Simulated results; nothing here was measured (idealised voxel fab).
The name of this process module is voxel self aligned vias.
FYI the section here is cut, 275 nm wide, cells are 5 nm squares.
Format of a cross-section: grid, square cells. Given as bands. Order: top down. Band: one or more rows of cells.
Band entry format. Leading values: height of top, height of bottom, nm. Remainder: materials in left-to-right order, each with its width in nm. Special words: "full width" on a single material, which then fills the band edge to edge; "air", empty space.
Beneath 0, the wafer as received is one material, and that level is where height counting begins. The lowest band goes on downward without a bottom; it is written like "from 0 down".
Graded width ("30->40"): value in top row of band = first number; value in bottom row = second number; row-to-row change constant.
When a step is marked "nothing was modified", none of the cells in the cross-section changed during that step.
Entry "Unvented voids". Content: empty spaces with no open connection to the top, size 8 cells or greater. Each: width x height at distance. Distance: from left edge. Unit: nm.
Formally, on a step line, whatever follows the settings is a remark that the simulator itself makes on the step.
"overlay nm" on a masked step: distance the mask lay right of its planned place, negative for left.

[Process steps (planned)]
1. RECEIVE (material Si)
2. CONFORMAL_DEP (material SiO2; thk nm 15)
3. CONFORMAL_DEP (material SiCN; thk nm 5)
4. DIRECTIONAL_DEP (material SiO2; thk nm 20)
5. PATTERN (tone open; mask id LINES; material resist; width nm 20; pitch nm 70; thk nm 15; overlay nm 0)
6. DIRECTIONAL_ETCH (etch materials SiO2; depth nm 20)
7. STRIP (etch materials resist)
8. CONFORMAL_DEP (material TiN; thk nm 5)
9. FILL_DEP (material W; thk nm 5)
10. CMP (height nm 40)
11. SELECTIVE_ETCH (etch materials W Ru TiN; depth nm 5)
12. FILL_DEP (material SiN; thk nm 5)
13. CMP (height nm 40)
14. DIRECTIONAL_DEP (material SiO2; thk nm 15)
15. PATTERN (tone open; mask id VIAS; material resist; width nm 40; pitch nm 140; thk nm 15; overlay nm 0)
16. DIRECTIONAL_ETCH (etch materials SiO2; depth nm 15)
17. DIRECTIONAL_ETCH (etch materials SiN; depth nm 5)
18. STRIP (etch materials resist)
19. CONFORMAL_DEP (material TiN; thk nm 5)
20. FILL_DEP (material Cu; thk nm 10)
21. CMP (height nm 55)
22. CONFORMAL_DEP (material SiN; thk nm 5)

[First of two wafers, processed according to plan]

[This is the cross-section of the wafer as we received it, i.e. after step 1]
* from 0 down | Si full width
* Unvented voids: none

[Upon completion of step 2, the wafer appears in cross-section as shown]
* from 15 to 0 | SiO2 full width
* No changes below 0.

[Upon completion of step 3, the wafer appears in cross-section as shown]
* from 20 to 15 | SiCN full width
* No changes below 15.

[Upon completion of step 4, the wafer appears in cross-section as shown]
* from 40 to 20 | SiO2 full width
* No changes below 20.

[Upon completion of step 5, the wafer appears in cross-section as shown]
* from 55 to 40 | resist 55 nm  air 20 nm  resist 50 nm  air 20 nm  resist 50 nm  air 20 nm  resist 60 nm
* No changes below 40.

[Upon completion of step 6, the wafer appears in cross-section as shown]
* from 55 to 40 | resist 55 nm  air 20 nm  resist 50 nm  air 20 nm  resist 50 nm  air 20 nm  resist 60 nm
* from 40 to 20 | SiO2 55 nm  air 20 nm  SiO2 50 nm  air 20 nm  SiO2 50 nm  air 20 nm  SiO2 60 nm
* No changes below 20.

[Upon completion of step 7, the wafer appears in cross-section as shown]
* from 40 to 20 | SiO2 55 nm  air 20 nm  SiO2 50 nm  air 20 nm  SiO2 50 nm  air 20 nm  SiO2 60 nm
* No changes below 20.

[Upon completion of step 8, the wafer appears in cross-section as shown]
* from 45 to 40 | TiN 60 nm  air 10 nm  TiN 60 nm  air 10 nm  TiN 60 nm  air 10 nm  TiN 65 nm
* from 40 to 25 | SiO2 55 nm  TiN 5 nm  air 10 nm  TiN 5 nm  SiO2 50 nm  TiN 5 nm  air 10 nm  TiN 5 nm  SiO2 50 nm  TiN 5 nm  air 10 nm  TiN 5 nm  SiO2 60 nm
* from 25 to 20 | SiO2 55 nm  TiN 20 nm  SiO2 50 nm  TiN 20 nm  SiO2 50 nm  TiN 20 nm  SiO2 60 nm
* No changes below 20.

[Upon completion of step 9, the wafer appears in cross-section as shown]
* from 50 to 45 | W full width
* from 45 to 40 | TiN 60 nm  W 10 nm  TiN 60 nm  W 10 nm  TiN 60 nm  W 10 nm  TiN 65 nm
* from 40 to 25 | SiO2 55 nm  TiN 5 nm  W 10 nm  TiN 5 nm  SiO2 50 nm  TiN 5 nm  W 10 nm  TiN 5 nm  SiO2 50 nm  TiN 5 nm  W 10 nm  TiN 5 nm  SiO2 60 nm
* No changes below 25.

[Upon completion of step 10, the wafer appears in cross-section as shown]
* from 40 to 25 | SiO2 55 nm  TiN 5 nm  W 10 nm  TiN 5 nm  SiO2 50 nm  TiN 5 nm  W 10 nm  TiN 5 nm  SiO2 50 nm  TiN 5 nm  W 10 nm  TiN 5 nm  SiO2 60 nm
* No changes below 25.

[Upon completion of step 11, the wafer appears in cross-section as shown]
* from 40 to 35 | SiO2 55 nm  air 20 nm  SiO2 50 nm  air 20 nm  SiO2 50 nm  air 20 nm  SiO2 60 nm
* No changes below 35.

[Upon completion of step 12, the wafer appears in cross-section as shown]
* from 45 to 40 | SiN full width
* from 40 to 35 | SiO2 55 nm  SiN 20 nm  SiO2 50 nm  SiN 20 nm  SiO2 50 nm  SiN 20 nm  SiO2 60 nm
* No changes below 35.

[Upon completion of step 13, the wafer appears in cross-section as shown]
* from 40 to 35 | SiO2 55 nm  SiN 20 nm  SiO2 50 nm  SiN 20 nm  SiO2 50 nm  SiN 20 nm  SiO2 60 nm
* No changes below 35.

[Upon completion of step 14, the wafer appears in cross-section as shown]
* from 55 to 40 | SiO2 full width
* No changes below 40.

[Upon completion of step 15, the wafer appears in cross-section as shown]
* from 70 to 55 | resist 45 nm  air 40 nm  resist 100 nm  air 40 nm  resist 50 nm
* No changes below 55.

[Upon completion of step 16, the wafer appears in cross-section as shown]
* from 70 to 55 | resist 45 nm  air 40 nm  resist 100 nm  air 40 nm  resist 50 nm
* from 55 to 40 | SiO2 45 nm  air 40 nm  SiO2 100 nm  air 40 nm  SiO2 50 nm
* No changes below 40.

[Upon completion of step 17, the wafer appears in cross-section as shown]
* from 70 to 55 | resist 45 nm  air 40 nm  resist 100 nm  air 40 nm  resist 50 nm
* from 55 to 40 | SiO2 45 nm  air 40 nm  SiO2 100 nm  air 40 nm  SiO2 50 nm
* from 40 to 35 | SiO2 55 nm  air 20 nm  SiO2 50 nm  SiN 20 nm  SiO2 50 nm  air 20 nm  SiO2 60 nm
* No changes below 35.

[Upon completion of step 18, the wafer appears in cross-section as shown]
* from 55 to 40 | SiO2 45 nm  air 40 nm  SiO2 100 nm  air 40 nm  SiO2 50 nm
* No changes below 40.

[Upon completion of step 19, the wafer appears in cross-section as shown]
* from 60 to 55 | TiN 50 nm  air 30 nm  TiN 110 nm  air 30 nm  TiN 55 nm
* from 55 to 45 | SiO2 45 nm  TiN 5 nm  air 30 nm  TiN 5 nm  SiO2 100 nm  TiN 5 nm  air 30 nm  TiN 5 nm  SiO2 50 nm
* from 45 to 40 | SiO2 45 nm  TiN 15 nm  air 10 nm  TiN 15 nm  SiO2 100 nm  TiN 15 nm  air 10 nm  TiN 15 nm  SiO2 50 nm
* from 40 to 35 | SiO2 55 nm  TiN 20 nm  SiO2 50 nm  SiN 20 nm  SiO2 50 nm  TiN 20 nm  SiO2 60 nm
* No changes below 35.

[Upon completion of step 20, the wafer appears in cross-section as shown]
* from 70 to 60 | Cu full width
* from 60 to 55 | TiN 50 nm  Cu 30 nm  TiN 110 nm  Cu 30 nm  TiN 55 nm
* from 55 to 45 | SiO2 45 nm  TiN 5 nm  Cu 30 nm  TiN 5 nm  SiO2 100 nm  TiN 5 nm  Cu 30 nm  TiN 5 nm  SiO2 50 nm
* from 45 to 40 | SiO2 45 nm  TiN 15 nm  Cu 10 nm  TiN 15 nm  SiO2 100 nm  TiN 15 nm  Cu 10 nm  TiN 15 nm  SiO2 50 nm
* No changes below 40.

[Upon completion of step 21, the wafer appears in cross-section as shown]
* from 55 to 45 | SiO2 45 nm  TiN 5 nm  Cu 30 nm  TiN 5 nm  SiO2 100 nm  TiN 5 nm  Cu 30 nm  TiN 5 nm  SiO2 50 nm
* No changes below 45.

[Upon completion of step 22, the wafer appears in cross-section as shown]
* from 60 to 55 | SiN full width
* No changes below 55.

[Notes, second wafer: start = first wafer's, plan = first wafer's, execution had one mistake; history identical to first through step 14]

[Cross-sectional view of the second wafer at the intended end time of process step 15]
* from 70 to 55 | resist 50 nm  air 35 nm  resist 105 nm  air 35 nm  resist 50 nm
* No changes below 55.

[Cross-sectional view of the second wafer at the intended end time of process step 16]
* from 70 to 55 | resist 50 nm  air 35 nm  resist 105 nm  air 35 nm  resist 50 nm
* from 55 to 40 | SiO2 50 nm  air 35 nm  SiO2 105 nm  air 35 nm  SiO2 50 nm
* No changes below 40.

[Cross-sectional view of the second wafer at the intended end time of process step 17]
* from 70 to 55 | resist 50 nm  air 35 nm  resist 105 nm  air 35 nm  resist 50 nm
* from 55 to 40 | SiO2 50 nm  air 35 nm  SiO2 105 nm  air 35 nm  SiO2 50 nm
* from 40 to 35 | SiO2 55 nm  air 20 nm  SiO2 50 nm  SiN 20 nm  SiO2 50 nm  air 20 nm  SiO2 60 nm
* No changes below 35.

[Cross-sectional view of the second wafer at the intended end time of process step 18]
* from 55 to 40 | SiO2 50 nm  air 35 nm  SiO2 105 nm  air 35 nm  SiO2 50 nm
* No changes below 40.

[Cross-sectional view of the second wafer at the intended end time of process step 19]
* from 60 to 55 | TiN 55 nm  air 25 nm  TiN 115 nm  air 25 nm  TiN 55 nm
* from 55 to 45 | SiO2 50 nm  TiN 5 nm  air 25 nm  TiN 5 nm  SiO2 105 nm  TiN 5 nm  air 25 nm  TiN 5 nm  SiO2 50 nm
* from 45 to 40 | SiO2 50 nm  TiN 10 nm  air 10 nm  TiN 15 nm  SiO2 105 nm  TiN 10 nm  air 10 nm  TiN 15 nm  SiO2 50 nm
* from 40 to 35 | SiO2 55 nm  TiN 20 nm  SiO2 50 nm  SiN 20 nm  SiO2 50 nm  TiN 20 nm  SiO2 60 nm
* No changes below 35.

[Cross-sectional view of the second wafer at the intended end time of process step 20]
* from 70 to 60 | Cu full width
* from 60 to 55 | TiN 55 nm  Cu 25 nm  TiN 115 nm  Cu 25 nm  TiN 55 nm
* from 55 to 45 | SiO2 50 nm  TiN 5 nm  Cu 25 nm  TiN 5 nm  SiO2 105 nm  TiN 5 nm  Cu 25 nm  TiN 5 nm  SiO2 50 nm
* from 45 to 40 | SiO2 50 nm  TiN 10 nm  Cu 10 nm  TiN 15 nm  SiO2 105 nm  TiN 10 nm  Cu 10 nm  TiN 15 nm  SiO2 50 nm
* No changes below 40.

[Cross-sectional view of the second wafer at the intended end time of process step 21]
* from 55 to 45 | SiO2 50 nm  TiN 5 nm  Cu 25 nm  TiN 5 nm  SiO2 105 nm  TiN 5 nm  Cu 25 nm  TiN 5 nm  SiO2 50 nm
* No changes below 45.

[Cross-sectional view of the second wafer at the intended end time of process step 22]
* from 60 to 55 | SiN full width
* No changes below 55.
What was done differently from what was planned? step 15 ran as: PATTERN (tone open; mask id VIAS; material resist; width nm 35; pitch nm 140; thk nm 15; overlay nm 0)
Once processing is complete, comparing cell counts shows that the second wafer has more or fewer of certain materials than the first: Cu: 4 fewer | SiO2: 6 more | TiN: 2 fewer
